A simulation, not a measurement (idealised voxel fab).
Presented below is a process module, voxel air gaps.
Cross-sectional view cut (width: 265 nm; square cell size: 5 nm).
Cross-section, as written here: a square-cell grid given band by band from the top down, where a band holds one or more rows of cells. Band entry format. Leading values: height of top, height of bottom, nm. Remainder: materials in left-to-right order, each with its width in nm. Special words: "everywhere" on a single material, which then fills the band edge to edge; "empty", empty space. The reference from which all heights are counted is 0, the level beneath which the as-received wafer is entirely one material; the lowest band, having no lower bound, proceeds downward and is written after the example "top 0, no bottom". The two numbers in a width such as "30 to 40" mark its ends across the band: the first belongs to the top row of cells, the second to the bottom row, and from each row to the next the width moves by the same amount. "changes: none" after a step means that no cell of the cross-section changed. The entry titled "Closed-off voids" provides the empty spaces that have no open way to the top, restricted to those of 8 cells or more. Each is presented as width x height at distance, the distance being measured from the left edge, with all three in nm. Anything after a step's settings on that line? It's the simulator's own note about the step. A step's line can hold "overlay nm"; with a mask on that step, the setting says how far right of the planned place the mask lay, while a negative setting says it lay to the left.

-- Steps planned for the process
step 1: RECEIVE: material Si
step 2: CONFORMAL_DEP: material SiO2, thk nm 15
step 3: CONFORMAL_DEP: material SiN, thk nm 5
step 4: DIRECTIONAL_DEP: material SiO2, thk nm 40
step 5: DIRECTIONAL_DEP: material aC, thk nm 15
step 6: PATTERN: tone open, mask id LINES, material resist, width nm 15, pitch nm 40, thk nm 35, overlay nm 0
step 7: DIRECTIONAL_ETCH: etch materials aC, depth nm 15
step 8: STRIP: etch materials resist
step 9: DIRECTIONAL_ETCH: etch materials SiO2, depth nm 40
step 10: STRIP: etch materials aC
step 11: CONFORMAL_DEP: material TiN, thk nm 5
step 12: FILL_DEP: material W, thk nm 10
step 13: CMP: height nm 60
step 14: EPI: material Ru, thk nm 10
step 15: SELECTIVE_ETCH: etch materials SiO2, depth nm 50
step 16: CONFORMAL_DEP: material SiN, thk nm 5

-- as received, after step 1
  top 0, no bottom | Si everywhere
  Closed-off voids: none

-- first wafer at the end, as planned
  top 75, bottom 70 | empty=70; SiN=125; empty=70
  top 70, bottom 60 | empty=70; SiN=5; Ru=35; SiN=5; Ru=35; SiN=5; Ru=35; SiN=5; empty=70
  top 60, bottom 55 | empty=70; SiN=15; TiN=5; W=5; TiN=5; SiN=25; TiN=5; W=5; TiN=5; SiN=25; TiN=5; W=5; TiN=5; SiN=15; empty=70
  top 55, bottom 25 | empty=80; SiN=5; TiN=5; W=5; TiN=5; SiN=5; empty=15; SiN=5; TiN=5; W=5; TiN=5; SiN=5; empty=15; SiN=5; TiN=5; W=5; TiN=5; SiN=5; empty=80
  top 25, bottom 20 | SiN=85; TiN=15; SiN=25; TiN=15; SiN=25; TiN=15; SiN=85
  top 20, bottom 15 | SiN everywhere
  top 15, bottom 0 | SiO2 everywhere
  top 0, no bottom | Si everywhere
  Closed-off voids: 15 x 30 at 105; 15 x 30 at 145

-- Cross-sectional image of the second wafer of the two following completion of the module. Starting state and process plan were the same as for the first wafer; one execution error occurred
  top 75, bottom 70 | SiN everywhere
  top 70, bottom 60 | Ru everywhere
  top 60, bottom 55 | TiN=90; W=5; TiN=35; W=5; TiN=35; W=5; TiN=90
  top 55, bottom 20 | SiO2=85; TiN=5; W=5; TiN=5; SiO2=25; TiN=5; W=5; TiN=5; SiO2=25; TiN=5; W=5; TiN=5; SiO2=85
  top 20, bottom 15 | SiO2=85; TiN=15; SiO2=25; TiN=15; SiO2=25; TiN=15; SiO2=85
  top 15, bottom 10 | SiN everywhere
  top 10, bottom 0 | SiO2 everywhere
  top 0, no bottom | Si everywhere
  Closed-off voids: none
What was done differently from what was planned? step 2 was processed under conditions differing from the plan, specifically as CONFORMAL_DEP: material SiO2, thk nm 10
Final comparison by cell count, materials where the second wafer has more or fewer than the first: 64 more of Ru, 76 fewer of SiN, 299 more of SiO2, 50 more of TiN, 3 more of W
The final tally of closed voids stands at 2 on the first wafer and 0 on the second.
